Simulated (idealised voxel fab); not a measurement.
This is a process module. Its name is voxel ribs on slabs.
Cross-section cut spans 280 nm and uses square cells 5 nm in size.
Cross-section = grid of square cells, listed top down in bands; band = one or more rows. Basically the band line says how high the top is and how high the bottom is, in nm, and then what's in it from left to right, every material with its width in nm. Empty space shows up as "empty", and if a single material carries "edge to edge" it runs the full band edge to edge. Heads up on the height convention: 0 is the point under which the incoming wafer is all one material, and the lowest band has no bottom, it just keeps going down, like "0 -> down". Top row gets the first number, bottom row gets the second, and each row in between changes by the same step: that is how a band width like "30..40" works. Where a step carries "same as before", the cross-section came out of it unchanged, cell for cell. For the entry "Voids, sealed", the listed items are empty spaces with no open way to the top whose size is 8 cells or more; each item follows the pattern width x height at distance, where distance is from the left edge and all three are in nm. What comes after the settings on a step's line is commentary from the simulator itself on that step. overlay nm: on a step with a mask, how far right of its planned place the mask lay; negative means left. Each pair below shows a cross-section before one step and the cross-section after it, down to the lowest band that changed. The line under each pair gives the step between them, with its settings. The pairs can come from different runs of this module on the same starting wafer, so a pair continues from the pair above only where its "Before the step" says so.

**Before the step**
	0 -> down: Si edge to edge
	Voids, sealed: none

**Cross-Section After Step**
	30 -> 0: SiO2 edge to edge
	At heights below 0, the structure remains unaltered.
	Voids, sealed: none
Between before and after, shown above: DIRECTIONAL_DEP [material SiO2] [thk nm 30]

Before the step: the wafer arrives at this step looking as the after cross-section in the pair just above shows it.

**Cross-Section After Step**
	50 -> 30: SiN edge to edge
	At heights below 30, the structure remains unaltered.
	Voids, sealed: none
Between before and after, shown above: DIRECTIONAL_DEP [material SiN] [thk nm 20]

Before the step: the wafer arrives at this step looking as the after cross-section in the pair just above shows it.

**Cross-Section After Step**
	65 -> 50: 130 nm empty, 15 nm resist, 135 nm empty
	At heights below 50, the structure remains unaltered.
	Voids, sealed: none
Between before and after, shown above: PATTERN [tone cover] [mask id RIB] [material resist] [width nm 15] [thk nm 15] [overlay nm 0]

Before the step: the wafer arrives at this step looking as the after cross-section in the pair just above shows it.

**Cross-Section After Step**
	65 -> 50: 130 nm empty, 15 nm resist, 135 nm empty
	50 -> 40: 130 nm empty, 15 nm SiN, 135 nm empty
	At heights below 40, the structure remains unaltered.
	Voids, sealed: none
Between before and after, shown above: DIRECTIONAL_ETCH [etch materials SiN] [depth nm 10]

Before the step: the wafer arrives at this step looking as the after cross-section in the pair just above shows it.

**Cross-Section After Step**
	50 -> 40: 130 nm empty, 15 nm SiN, 135 nm empty
	At heights below 40, the structure remains unaltered.
	Voids, sealed: none
Between before and after, shown above: STRIP [etch materials resist]

Before the step: the wafer arrives at this step looking as the after cross-section in the pair just above shows it.

**Cross-Section After Step**
	50 -> 40: 130 nm empty, 15 nm SiN, 135 nm empty
	40 -> 30: 115 nm empty, 45 nm SiN, 120 nm empty
	At heights below 30, the structure remains unaltered.
	Voids, sealed: none
Between before and after, shown above: MASKED_ETCH [tone cover] [mask id SLAB] [width nm 45] [etch materials SiN] [depth nm 10] [overlay nm 0]

Before the step: the wafer arrives at this step looking as the after cross-section in the pair just above shows it.

**Cross-Section After Step**
	70 -> 50: SiO2 edge to edge
	50 -> 40: 130 nm SiO2, 15 nm SiN, 135 nm SiO2
	40 -> 30: 115 nm SiO2, 45 nm SiN, 120 nm SiO2
	At heights below 30, the structure remains unaltered.
	Voids, sealed: none
Between before and after, shown above: FILL_DEP [material SiO2] [thk nm 20]

Before the step: the wafer arrives at this step looking as the after cross-section in the pair just above shows it.

**Cross-Section After Step**
	60 -> 50: SiO2 edge to edge
	At heights below 50, the structure remains unaltered.
	Voids, sealed: none
Between before and after, shown above: CMP [height nm 60]

Before the step: the wafer arrives at this step looking as the after cross-section in the pair just above shows it.

**Cross-Section After Step**
	65 -> 60: W edge to edge
	At heights below 60, the structure remains unaltered.
	Voids, sealed: none
Between before and after, shown above: DIRECTIONAL_DEP [material W] [thk nm 5]

Before the step: the wafer arrives at this step looking as the after cross-section in the pair just above shows it.

**Cross-Section After Step**
	65 -> 60: 125 nm empty, 25 nm W, 130 nm empty
	At heights below 60, the structure remains unaltered.
	Voids, sealed: none
Between before and after, shown above: MASKED_ETCH [tone cover] [mask id HEATER] [width nm 25] [etch materials W] [depth nm 5] [overlay nm 0]

Before the step: the wafer arrives at this step looking as the after cross-section in the pair just above shows it.

**Cross-Section After Step**
	70 -> 65: 120 nm empty, 35 nm SiO2, 125 nm empty
	65 -> 60: 125 nm SiO2, 25 nm W, 130 nm SiO2
	At heights below 60, the structure remains unaltered.
	Voids, sealed: none
Between before and after, shown above: CONFORMAL_DEP [material SiO2] [thk nm 5]

**Before the step**
	50 -> 30: SiN edge to edge
	30 -> 0: SiO2 edge to edge
	0 -> down: Si edge to edge
	Voids, sealed: none

**Cross-Section After Step**
	70 -> 30: SiN edge to edge
	At heights below 30, the structure remains unaltered.
	Voids, sealed: none
Between before and after, shown above: DIRECTIONAL_DEP [material SiN] [thk nm 20]

Before the step: the wafer arrives at this step looking as the after cross-section in the pair just above shows it.

**Cross-Section After Step**
	85 -> 70: 130 nm empty, 15 nm resist, 135 nm empty
	At heights below 70, the structure remains unaltered.
	Voids, sealed: none
Between before and after, shown above: PATTERN [tone cover] [mask id RIB] [material resist] [width nm 15] [thk nm 15] [overlay nm 0]

Before the step: the wafer arrives at this step looking as the after cross-section in the pair just above shows it.

**Cross-Section After Step**
	85 -> 70: 130 nm empty, 15 nm resist, 135 nm empty
	70 -> 60: 130 nm empty, 15 nm SiN, 135 nm empty
	At heights below 60, the structure remains unaltered.
	Voids, sealed: none
Between before and after, shown above: DIRECTIONAL_ETCH [etch materials SiN] [depth nm 10]

Before the step: the wafer arrives at this step looking as the after cross-section in the pair just above shows it.

**Cross-Section After Step**
	70 -> 60: 130 nm empty, 15 nm SiN, 135 nm empty
	At heights below 60, the structure remains unaltered.
	Voids, sealed: none
Between before and after, shown above: STRIP [etch materials resist]

Before the step: the wafer arrives at this step looking as the after cross-section in the pair just above shows it.

**Cross-Section After Step**
	70 -> 60: 130 nm empty, 15 nm SiN, 135 nm empty
	60 -> 50: 115 nm empty, 45 nm SiN, 120 nm empty
	At heights below 50, the structure remains unaltered.
	Voids, sealed: none
Between before and after, shown above: MASKED_ETCH [tone cover] [mask id SLAB] [width nm 45] [etch materials SiN] [depth nm 10] [overlay nm 0]

Before the step: the wafer arrives at this step looking as the after cross-section in the pair just above shows it.

**Cross-Section After Step**
	90 -> 70: SiO2 edge to edge
	70 -> 60: 130 nm SiO2, 15 nm SiN, 135 nm SiO2
	60 -> 50: 115 nm SiO2, 45 nm SiN, 120 nm SiO2
	At heights below 50, the structure remains unaltered.
	Voids, sealed: none
Between before and after, shown above: FILL_DEP [material SiO2] [thk nm 20]

Before the step: the wafer arrives at this step looking as the after cross-section in the pair just above shows it.

**Cross-Section After Step**
	60 -> 50: 115 nm SiO2, 45 nm SiN, 120 nm SiO2
	At heights below 50, the structure remains unaltered.
	Voids, sealed: none
Between before and after, shown above: CMP [height nm 60]

Before the step: the wafer arrives at this step looking as the after cross-section in the pair just above shows it.

**Cross-Section After Step**
	65 -> 60: W edge to edge
	At heights below 60, the structure remains unaltered.
	Voids, sealed: none
Between before and after, shown above: DIRECTIONAL_DEP [material W] [thk nm 5]

Before the step: the wafer arrives at this step looking as the after cross-section in the pair just above shows it.

**Cross-Section After Step**
	65 -> 60: 125 nm empty, 25 nm W, 130 nm empty
	At heights below 60, the structure remains unaltered.
	Voids, sealed: none
Between before and after, shown above: MASKED_ETCH [tone cover] [mask id HEATER] [width nm 25] [etch materials W] [depth nm 5] [overlay nm 0]

Before the step: the wafer arrives at this step looking as the after cross-section in the pair just above shows it.

**Cross-Section After Step**
	70 -> 65: 120 nm empty, 35 nm SiO2, 125 nm empty
	65 -> 60: 125 nm SiO2, 25 nm W, 130 nm SiO2
	At heights below 60, the structure remains unaltered.
	Voids, sealed: none
Between before and after, shown above: CONFORMAL_DEP [material SiO2] [thk nm 5]

**Before the step**
	0 -> down: Si edge to edge
	Voids, sealed: none

**Cross-Section After Step**
	20 -> 0: SiN edge to edge
	At heights below 0, the structure remains unaltered.
	Voids, sealed: none
Between before and after, shown above: DIRECTIONAL_DEP [material SiN] [thk nm 20]

Before the step: the wafer arrives at this step looking as the after cross-section in the pair just above shows it.

**Cross-Section After Step**
	50 -> 20: SiO2 edge to edge
	At heights below 20, the structure remains unaltered.
	Voids, sealed: none
Between before and after, shown above: DIRECTIONAL_DEP [material SiO2] [thk nm 30]

Before the step: the wafer arrives at this step looking as the after cross-section in the pair just above shows it.

**Cross-Section After Step**
	65 -> 50: 130 nm empty, 15 nm resist, 135 nm empty
	At heights below 50, the structure remains unaltered.
	Voids, sealed: none
Between before and after, shown above: PATTERN [tone cover] [mask id RIB] [material resist] [width nm 15] [thk nm 15] [overlay nm 0]

Before the step: the wafer arrives at this step looking as the after cross-section in the pair just above shows it.

**Cross-Section After Step**
	50 -> 20: SiO2 edge to edge
	At heights below 20, the structure remains unaltered.
	Voids, sealed: none
Between before and after, shown above: STRIP [etch materials resist]

Before the step: the wafer arrives at this step looking as the after cross-section in the pair just above shows it.

**Cross-Section After Step**
	70 -> 20: SiO2 edge to edge
	At heights below 20, the structure remains unaltered.
	Voids, sealed: none
Between before and after, shown above: FILL_DEP [material SiO2] [thk nm 20]

Before the step: the wafer arrives at this step looking as the after cross-section in the pair just above shows it.

**Cross-Section After Step**
	60 -> 20: SiO2 edge to edge
	At heights below 20, the structure remains unaltered.
	Voids, sealed: none
Between before and after, shown above: CMP [height nm 60]

Before the step: the wafer arrives at this step looking as the after cross-section in the pair just above shows it.

**Cross-Section After Step**
	65 -> 60: W edge to edge
	At heights below 60, the structure remains unaltered.
	Voids, sealed: none
Between before and after, shown above: DIRECTIONAL_DEP [material W] [thk nm 5]

Before the step: the wafer arrives at this step looking as the after cross-section in the pair just above shows it.

**Cross-Section After Step**
	65 -> 60: 125 nm empty, 25 nm W, 130 nm empty
	At heights below 60, the structure remains unaltered.
	Voids, sealed: none
Between before and after, shown above: MASKED_ETCH [tone cover] [mask id HEATER] [width nm 25] [etch materials W] [depth nm 5] [overlay nm 0]

Before the step: the wafer arrives at this step looking as the after cross-section in the pair just above shows it.

**Cross-Section After Step**
	70 -> 65: 120 nm empty, 35 nm SiO2, 125 nm empty
	65 -> 60: 125 nm SiO2, 25 nm W, 130 nm SiO2
	At heights below 60, the structure remains unaltered.
	Voids, sealed: none
Between before and after, shown above: CONFORMAL_DEP [material SiO2] [thk nm 5]

**Before the step**
	70 -> 50: SiO2 edge to edge
	50 -> 40: 130 nm SiO2, 15 nm SiN, 135 nm SiO2
	40 -> 30: 115 nm SiO2, 45 nm SiN, 120 nm SiO2
	30 -> 0: SiO2 edge to edge
	0 -> down: Si edge to edge
	Voids, sealed: none

**Cross-Section After Step**
	50 -> 40: 130 nm SiO2, 15 nm SiN, 135 nm SiO2
	At heights below 40, the structure remains unaltered.
	Voids, sealed: none
Between before and after, shown above: CMP [height nm 50]

Before the step: the wafer arrives at this step looking as the after cross-section in the pair just above shows it.

**Cross-Section After Step**
	55 -> 50: W edge to edge
	At heights below 50, the structure remains unaltered.
	Voids, sealed: none
Between before and after, shown above: DIRECTIONAL_DEP [material W] [thk nm 5]

Before the step: the wafer arrives at this step looking as the after cross-section in the pair just above shows it.

**Cross-Section After Step**
	55 -> 50: 125 nm empty, 25 nm W, 130 nm empty
	At heights below 50, the structure remains unaltered.
	Voids, sealed: none
Between before and after, shown above: MASKED_ETCH [tone cover] [mask id HEATER] [width nm 25] [etch materials W] [depth nm 5] [overlay nm 0]

Before the step: the wafer arrives at this step looking as the after cross-section in the pair just above shows it.

**Cross-Section After Step**
	60 -> 55: 120 nm empty, 35 nm SiO2, 125 nm empty
	55 -> 50: 125 nm SiO2, 25 nm W, 130 nm SiO2
	At heights below 50, the structure remains unaltered.
	Voids, sealed: none
Between before and after, shown above: CONFORMAL_DEP [material SiO2] [thk nm 5]

**Before the step**
	65 -> 60: W edge to edge
	60 -> 50: SiO2 edge to edge
	50 -> 40: 130 nm SiO2, 15 nm SiN, 135 nm SiO2
	40 -> 30: 115 nm SiO2, 45 nm SiN, 120 nm SiO2
	30 -> 0: SiO2 edge to edge
	0 -> down: Si edge to edge
	Voids, sealed: none

**Cross-Section After Step**
	65 -> 60: 125 nm empty, 30 nm W, 125 nm empty
	At heights below 60, the structure remains unaltered.
	Voids, sealed: none
Between before and after, shown above: MASKED_ETCH [tone cover] [mask id HEATER] [width nm 30] [etch materials W] [depth nm 5] [overlay nm 0]

Before the step: the wafer arrives at this step looking as the after cross-section in the pair just above shows it.

**Cross-Section After Step**
	70 -> 65: 120 nm empty, 40 nm SiO2, 120 nm empty
	65 -> 60: 125 nm SiO2, 30 nm W, 125 nm SiO2
	At heights below 60, the structure remains unaltered.
	Voids, sealed: none
Between before and after, shown above: CONFORMAL_DEP [material SiO2] [thk nm 5]

**Before the step**
	50 -> 40: 130 nm empty, 15 nm SiN, 135 nm empty
	40 -> 30: SiN edge to edge
	30 -> 0: SiO2 edge to edge
	0 -> down: Si edge to edge
	Voids, sealed: none

**Cross-Section After Step**
	50 -> 40: 130 nm empty, 15 nm SiN, 135 nm empty
	40 -> 30: 125 nm empty, 45 nm SiN, 110 nm empty
	At heights below 30, the structure remains unaltered.
	Voids, sealed: none
Between before and after, shown above: MASKED_ETCH [tone cover] [mask id SLAB] [width nm 45] [etch materials SiN] [depth nm 10] [overlay nm 10]

Before the step: the wafer arrives at this step looking as the after cross-section in the pair just above shows it.

**Cross-Section After Step**
	70 -> 50: SiO2 edge to edge
	50 -> 40: 130 nm SiO2, 15 nm SiN, 135 nm SiO2
	40 -> 30: 125 nm SiO2, 45 nm SiN, 110 nm SiO2
	At heights below 30, the structure remains unaltered.
	Voids, sealed: none
Between before and after, shown above: FILL_DEP [material SiO2] [thk nm 20]

Before the step: the wafer arrives at this step looking as the after cross-section in the pair just above shows it.

**Cross-Section After Step**
	60 -> 50: SiO2 edge to edge
	At heights below 50, the structure remains unaltered.
	Voids, sealed: none
Between before and after, shown above: CMP [height nm 60]

Before the step: the wafer arrives at this step looking as the after cross-section in the pair just above shows it.

**Cross-Section After Step**
	65 -> 60: W edge to edge
	At heights below 60, the structure remains unaltered.
	Voids, sealed: none
Between before and after, shown above: DIRECTIONAL_DEP [material W] [thk nm 5]

Before the step: the wafer arrives at this step looking as the after cross-section in the pair just above shows it.

**Cross-Section After Step**
	65 -> 60: 125 nm empty, 25 nm W, 130 nm empty
	At heights below 60, the structure remains unaltered.
	Voids, sealed: none
Between before and after, shown above: MASKED_ETCH [tone cover] [mask id HEATER] [width nm 25] [etch materials W] [depth nm 5] [overlay nm 0]

Before the step: the wafer arrives at this step looking as the after cross-section in the pair just above shows it.

**Cross-Section After Step**
	70 -> 65: 120 nm empty, 35 nm SiO2, 125 nm empty
	65 -> 60: 125 nm SiO2, 25 nm W, 130 nm SiO2
	At heights below 60, the structure remains unaltered.
	Voids, sealed: none
Between before and after, shown above: CONFORMAL_DEP [material SiO2] [thk nm 5]

**Before the step**
	0 -> down: Si edge to edge
	Voids, sealed: none

**Cross-Section After Step**
	30 -> 0: W edge to edge
	At heights below 0, the structure remains unaltered.
	Voids, sealed: none
Between before and after, shown above: DIRECTIONAL_DEP [material W] [thk nm 30]

Before the step: the wafer arrives at this step looking as the after cross-section in the pair just above shows it.

**Cross-Section After Step**
	50 -> 30: SiN edge to edge
	At heights below 30, the structure remains unaltered.
	Voids, sealed: none
Between before and after, shown above: DIRECTIONAL_DEP [material SiN] [thk nm 20]

Before the step: the wafer arrives at this step looking as the after cross-section in the pair just above shows it.

**Cross-Section After Step**
	65 -> 50: 130 nm empty, 15 nm resist, 135 nm empty
	At heights below 50, the structure remains unaltered.
	Voids, sealed: none
Between before and after, shown above: PATTERN [tone cover] [mask id RIB] [material resist] [width nm 15] [thk nm 15] [overlay nm 0]

Before the step: the wafer arrives at this step looking as the after cross-section in the pair just above shows it.

**Cross-Section After Step**
	65 -> 50: 130 nm empty, 15 nm resist, 135 nm empty
	50 -> 40: 130 nm empty, 15 nm SiN, 135 nm empty
	At heights below 40, the structure remains unaltered.
	Voids, sealed: none
Between before and after, shown above: DIRECTIONAL_ETCH [etch materials SiN] [depth nm 10]

Before the step: the wafer arrives at this step looking as the after cross-section in the pair just above shows it.

**Cross-Section After Step**
	50 -> 40: 130 nm empty, 15 nm SiN, 135 nm empty
	At heights below 40, the structure remains unaltered.
	Voids, sealed: none
Between before and after, shown above: STRIP [etch materials resist]

Before the step: the wafer arrives at this step looking as the after cross-section in the pair just above shows it.

**Cross-Section After Step**
	50 -> 40: 130 nm empty, 15 nm SiN, 135 nm empty
	40 -> 30: 115 nm empty, 45 nm SiN, 120 nm empty
	At heights below 30, the structure remains unaltered.
	Voids, sealed: none
Between before and after, shown above: MASKED_ETCH [tone cover] [mask id SLAB] [width nm 45] [etch materials SiN] [depth nm 10] [overlay nm 0]

Before the step: the wafer arrives at this step looking as the after cross-section in the pair just above shows it.

**Cross-Section After Step**
	70 -> 50: SiO2 edge to edge
	50 -> 40: 130 nm SiO2, 15 nm SiN, 135 nm SiO2
	40 -> 30: 115 nm SiO2, 45 nm SiN, 120 nm SiO2
	At heights below 30, the structure remains unaltered.
	Voids, sealed: none
Between before and after, shown above: FILL_DEP [material SiO2] [thk nm 20]

Before the step: the wafer arrives at this step looking as the after cross-section in the pair just above shows it.

**Cross-Section After Step**
	60 -> 50: SiO2 edge to edge
	At heights below 50, the structure remains unaltered.
	Voids, sealed: none
Between before and after, shown above: CMP [height nm 60]

Before the step: the wafer arrives at this step looking as the after cross-section in the pair just above shows it.

**Cross-Section After Step**
	65 -> 60: W edge to edge
	At heights below 60, the structure remains unaltered.
	Voids, sealed: none
Between before and after, shown above: DIRECTIONAL_DEP [material W] [thk nm 5]

Before the step: the wafer arrives at this step looking as the after cross-section in the pair just above shows it.

**Cross-Section After Step**
	65 -> 60: 125 nm empty, 25 nm W, 130 nm empty
	At heights below 60, the structure remains unaltered.
	Voids, sealed: none
Between before and after, shown above: MASKED_ETCH [tone cover] [mask id HEATER] [width nm 25] [etch materials W] [depth nm 5] [overlay nm 0]

Before the step: the wafer arrives at this step looking as the after cross-section in the pair just above shows it.

**Cross-Section After Step**
	70 -> 65: 120 nm empty, 35 nm SiO2, 125 nm empty
	65 -> 60: 125 nm SiO2, 25 nm W, 130 nm SiO2
	At heights below 60, the structure remains unaltered.
	Voids, sealed: none
Between before and after, shown above: CONFORMAL_DEP [material SiO2] [thk nm 5]

**Before the step**
	50 -> 40: 130 nm empty, 15 nm SiN, 135 nm empty
	40 -> 30: SiN edge to edge
	30 -> 0: SiO2 edge to edge
	0 -> down: Si edge to edge
	Voids, sealed: none

**Cross-Section After Step**
	40 -> 30: 115 nm SiN, 15 nm empty, 15 nm SiN, 15 nm empty, 120 nm SiN
	At heights below 30, the structure remains unaltered.
	Voids, sealed: none
Between before and after, shown above: MASKED_ETCH [tone open] [mask id SLAB] [width nm 45] [etch materials SiN] [depth nm 10] [overlay nm 0]

Before the step: the wafer arrives at this step looking as the after cross-section in the pair just above shows it.

**Cross-Section After Step**
	60 -> 40: SiO2 edge to edge
	40 -> 30: 115 nm SiN, 15 nm SiO2, 15 nm SiN, 15 nm SiO2, 120 nm SiN
	At heights below 30, the structure remains unaltered.
	Voids, sealed: none
Between before and after, shown above: FILL_DEP [material SiO2] [thk nm 20]

Before the step: the wafer arrives at this step looking as the after cross-section in the pair just above shows it.

**Cross-Section After Step**
	65 -> 60: W edge to edge
	At heights below 60, the structure remains unaltered.
	Voids, sealed: none
Between before and after, shown above: DIRECTIONAL_DEP [material W] [thk nm 5]

Before the step: the wafer arrives at this step looking as the after cross-section in the pair just above shows it.

**Cross-Section After Step**
	65 -> 60: 125 nm empty, 25 nm W, 130 nm empty
	At heights below 60, the structure remains unaltered.
	Voids, sealed: none
Between before and after, shown above: MASKED_ETCH [tone cover] [mask id HEATER] [width nm 25] [etch materials W] [depth nm 5] [overlay nm 0]

Before the step: the wafer arrives at this step looking as the after cross-section in the pair just above shows it.

**Cross-Section After Step**
	70 -> 65: 120 nm empty, 35 nm SiO2, 125 nm empty
	65 -> 60: 125 nm SiO2, 25 nm W, 130 nm SiO2
	At heights below 60, the structure remains unaltered.
	Voids, sealed: none
Between before and after, shown above: CONFORMAL_DEP [material SiO2] [thk nm 5]
